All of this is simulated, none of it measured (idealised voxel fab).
voxel air gaps: a process module
Pictured: cross-section cut, 220 nm wide, on a grid of 5 nm square cells.
Square cells in a grid make up a cross-section in this document, and the grid is given as bands, listed from the top down, each one or more rows of cells.
In this notation a band is specified by the heights of its top and bottom, in that order and in nm, after which its materials appear from left to right, each paired with its width in nm. The word "throughout" attached to a single material means that material fills the band from edge to edge; the word "air" stands for empty space.
Ref level 0: as-received wafer is one material below here. Bottom band extends down with no lower bound ("from 0 down").
Quick explanation for "30->40": the width changes in equal steps down the rows of cells, from the first number in the band's top row to the second number in its bottom row.
"nothing changed" for a step: no cell of the cross-section changed in that step.
Sealed cavities: empty space of 8 cells or more with no open way to the top, each as width x height at its distance from the left edge, in nm
Formally, on a step line, whatever follows the settings is a remark that the simulator itself makes on the step.
On any step carrying a mask, the "overlay nm" setting, if present on the step's line, tells how far right of its planned place the mask lay; negative values point to the left.

Below is the list of planned process steps
| 1 | RECEIVE,material Si |
| 2 | CONFORMAL_DEP,material SiO2,thk nm 10 |
| 3 | CONFORMAL_DEP,material SiCN,thk nm 5 |
| 4 | DIRECTIONAL_DEP,material SiO2,thk nm 30 |
| 5 | PATTERN,tone open,mask id LINES,material resist,width nm 25,pitch nm 50,thk nm 15,overlay nm 0 |
| 6 | DIRECTIONAL_ETCH,etch materials SiO2,depth nm 30 |
| 7 | STRIP,etch materials resist |
| 8 | CONFORMAL_DEP,material TiN,thk nm 5 |
| 9 | FILL_DEP,material Ru,thk nm 5 |
| 10 | CMP,height nm 45 |
| 11 | EPI,material Ru,thk nm 10 |
| 12 | SELECTIVE_ETCH,etch materials SiO2,depth nm 40 |
| 13 | CONFORMAL_DEP,material SiCN,thk nm 5 |

Wafer at receipt (post step 1), cross-section
	from 0 down = Si throughout
	Sealed cavities: none

Cross-sectional view of the first of the two wafers upon completion of the module, processed in accordance with the plan
	from 60 to 55 = 5 of air; 205 of SiCN; 10 of air
	from 55 to 45 = 5 of air; 5 of SiCN; 45 of Ru; 5 of SiCN; 45 of Ru; 5 of SiCN; 45 of Ru; 5 of SiCN; 45 of Ru; 5 of SiCN; 10 of air
	from 45 to 40 = 5 of air; 15 of SiCN; 5 of TiN; 15 of Ru; 5 of TiN; 25 of SiCN; 5 of TiN; 15 of Ru; 5 of TiN; 25 of SiCN; 5 of TiN; 15 of Ru; 5 of TiN; 25 of SiCN; 5 of TiN; 15 of Ru; 5 of TiN; 15 of SiCN; 10 of air
	from 40 to 20 = 15 of air; 5 of SiCN; 5 of TiN; 15 of Ru; 5 of TiN; 5 of SiCN; 15 of air; 5 of SiCN; 5 of TiN; 15 of Ru; 5 of TiN; 5 of SiCN; 15 of air; 5 of SiCN; 5 of TiN; 15 of Ru; 5 of TiN; 5 of SiCN; 15 of air; 5 of SiCN; 5 of TiN; 15 of Ru; 5 of TiN; 5 of SiCN; 20 of air
	from 20 to 15 = 20 of SiCN; 25 of TiN; 25 of SiCN; 25 of TiN; 25 of SiCN; 25 of TiN; 25 of SiCN; 25 of TiN; 25 of SiCN
	from 15 to 10 = SiCN throughout
	from 10 to 0 = SiO2 throughout
	from 0 down = Si throughout
	Sealed cavities: 15 x 20 at 50; 15 x 20 at 100; 15 x 20 at 150

Wafer two cross-section, module end. Start and plan unchanged from wafer one; one mistake made during the run
	from 60 to 55 = SiCN throughout
	from 55 to 45 = 30 of Ru; 5 of SiCN; 45 of Ru; 5 of SiCN; 45 of Ru; 5 of SiCN; 45 of Ru; 5 of SiCN; 35 of Ru
	from 45 to 40 = 15 of Ru; 5 of TiN; 25 of SiCN; 5 of TiN; 15 of Ru; 5 of TiN; 25 of SiCN; 5 of TiN; 15 of Ru; 5 of TiN; 25 of SiCN; 5 of TiN; 15 of Ru; 5 of TiN; 25 of SiCN; 5 of TiN; 20 of Ru
	from 40 to 20 = 15 of Ru; 5 of TiN; 5 of SiCN; 15 of air; 5 of SiCN; 5 of TiN; 15 of Ru; 5 of TiN; 5 of SiCN; 15 of air; 5 of SiCN; 5 of TiN; 15 of Ru; 5 of TiN; 5 of SiCN; 15 of air; 5 of SiCN; 5 of TiN; 15 of Ru; 5 of TiN; 5 of SiCN; 15 of air; 5 of SiCN; 5 of TiN; 20 of Ru
	from 20 to 15 = 20 of TiN; 25 of SiCN; 25 of TiN; 25 of SiCN; 25 of TiN; 25 of SiCN; 25 of TiN; 25 of SiCN; 25 of TiN
	from 15 to 10 = SiCN throughout
	from 10 to 0 = SiO2 throughout
	from 0 down = Si throughout
	Sealed cavities: 15 x 20 at 25; 15 x 20 at 75; 15 x 20 at 125; 15 x 20 at 175
What was done differently from what was planned? step 5 was run on a setting that differed from the plan, and what really ran there is PATTERN,tone cover,mask id LINES,material resist,width nm 25,pitch nm 50,thk nm 15,overlay nm 0
Materials where the second wafer ends with more or fewer cells than the first: 28 more of Ru; 4 fewer of SiCN; 4 more of TiN
The second wafer ends with 4 closed voids, and the first wafer ends with 3.
